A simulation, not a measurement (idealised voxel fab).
Process module in this document: voxel double patterning
Square cells of 5 nm make up the cross-section cut, whose width is 190 nm.
A cross-section is written here as square cells arranged in a grid, and it is given in bands from the top down, each band taking up one or more rows of cells. For a band, the entry starts with two heights in nm, that of the top and then that of the bottom, and carries on with the band's materials in order from left to right, each alongside its width in nm; the word "everywhere" beside a single material means it fills the band edge to edge, and "empty" means empty space. Ref level 0: as-received wafer is one material below here. Bottom band extends down with no lower bound ("0 down"). You'd read "30->40" like this: the band's top row of cells is as wide as the first number, its bottom row is as wide as the second, and going down, every row changes width by the same amount as the row before did. Step note "no modifications" = no cross-section cell changed. Basically, "Sealed void inventory" tells you about the enclosed voids: empty spaces with no open way to the top, 8 cells or bigger, each written width x height at distance, where distance is from the left edge, all in nm. What comes after the settings on a step's line is commentary from the simulator itself on that step. On any step carrying a mask, the "overlay nm" setting, if present on the step's line, tells how far right of its planned place the mask lay; negative values point to the left.

## Listed below are the process steps as planned
1. RECEIVE,material Si
2. CONFORMAL_DEP,material SiO2,thk nm 5
3. DIRECTIONAL_DEP,material TiN,thk nm 10
4. DIRECTIONAL_DEP,material SiN,thk nm 5
5. PATTERN,tone open,mask id FIRST,material resist,width nm 15,pitch nm 50,thk nm 20,overlay nm 0
6. DIRECTIONAL_ETCH,etch materials SiN,depth nm 5
7. STRIP,etch materials resist
8. DIRECTIONAL_DEP,material aC,thk nm 10
9. PATTERN,tone open,mask id SECOND,material resist,width nm 15,thk nm 25,overlay nm 0
10. DIRECTIONAL_ETCH,etch materials aC,depth nm 10
11. STRIP,etch materials resist
12. DIRECTIONAL_ETCH,etch materials SiN,depth nm 5
13. STRIP,etch materials aC
14. DIRECTIONAL_ETCH,etch materials TiN,depth nm 10
15. STRIP,etch materials SiN
Every wafer here starts from the same state; it is the step 9 width nm that distinguishes them, and the value the plan gives belongs to the first wafer.

## The first of several wafers in cross-section, exactly as it reached us after step 1
	0 down  Si everywhere
	Sealed void inventory: none

## The following table contains a row per wafer, in which are reported, at the conclusion of the module, the cells of each material gained (+) or lost (-) since the wafer's receipt, with its closed voids given thereafter
width nm 15, +38 SiO2, +58 TiN, Sealed void inventory: none
width nm 20, +38 SiO2, +56 TiN, Sealed void inventory: none
width nm 25, +38 SiO2, +54 TiN, Sealed void inventory: none
width nm 30, +38 SiO2, +52 TiN, Sealed void inventory: none
